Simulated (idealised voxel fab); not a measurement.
You're looking at the process module voxel double patterning.
This is section cut - it's 230 nm across, gridded in 5 nm square cells.
Each cross-section below is a grid of square cells, stated as bands in top-down order, with one or more rows of cells making up each band. This entry defines a band. It first specifies the height of the band's top and the height of its bottom in nm, and then specifies the band's materials from left to right, stating each material with its width in nm. The word "throughout" identifies a single material that fills the band from edge to edge, while the word "air" identifies empty space. A quick word on heights: they are counted from 0, and under that level the wafer as it came to us is one material throughout. The lowest band is different from the rest in having no bottom; it simply continues downward, written as in "0..down". Per-row width for "30 to 40": begins at first number (top row of band), ends at second number (bottom row), increment between rows held constant. What does "nothing was modified" mean for a step? It means no cell of the cross-section changed in that step. "Internal closed voids" enumerates empty spaces isolated from the top, with no open way to it, that contain at least 8 cells, giving each as width x height at distance from the left edge, all three in nm. Past the settings on a step's line: simulator remark, on that step. A step line may carry the setting "overlay nm", which, for steps involving a mask, states the distance by which the mask lay to the right of its intended position; negative values denote displacement to the left.

[Planned process steps]
- 1: RECEIVE with material Si
- 2: CONFORMAL_DEP with material SiN, thk nm 5
- 3: DIRECTIONAL_DEP with material SiO2, thk nm 15
- 4: DIRECTIONAL_DEP with material SiCN, thk nm 10
- 5: PATTERN with tone open, mask id FIRST, material resist, width nm 15, pitch nm 50, thk nm 15, overlay nm 0
- 6: DIRECTIONAL_ETCH with etch materials SiCN, depth nm 10
- 7: STRIP with etch materials resist
- 8: PATTERN with tone open, mask id SECOND, material resist, width nm 15, pitch nm 50, thk nm 20, overlay nm 0
- 9: DIRECTIONAL_ETCH with etch materials SiCN, depth nm 10
- 10: STRIP with etch materials resist
- 11: DIRECTIONAL_ETCH with etch materials SiO2, depth nm 15
- 12: STRIP with etch materials SiCN

[Cross-section: wafer on arrival = after step 1]
0..down  Si throughout
Internal closed voids: none

[First of two wafers, end-of-module section, run followed plan]
20..5  55 nm SiO2, then 15 nm air, then 10 nm SiO2, then 15 nm air, then 10 nm SiO2, then 15 nm air, then 10 nm SiO2, then 15 nm air, then 10 nm SiO2, then 15 nm air, then 60 nm SiO2
5..0  SiN throughout
0..down  Si throughout
Internal closed voids: none

[So this is wafer number two of the two, cut at the end of the module - it started where the first did and had the same plan, we just got one thing wrong running it]
20..5  80 nm air, then 15 nm SiO2, then 35 nm air, then 15 nm SiO2, then 85 nm air
5..0  SiN throughout
0..down  Si throughout
Internal closed voids: none
Want to know what went wrong? step 8, actual vs plan mismatch, actual run PATTERN with tone cover, mask id SECOND, material resist, width nm 15, pitch nm 50, thk nm 20, overlay nm 0
Final comparison by cell count, materials where the second wafer has more or fewer than the first: 75 fewer of SiO2
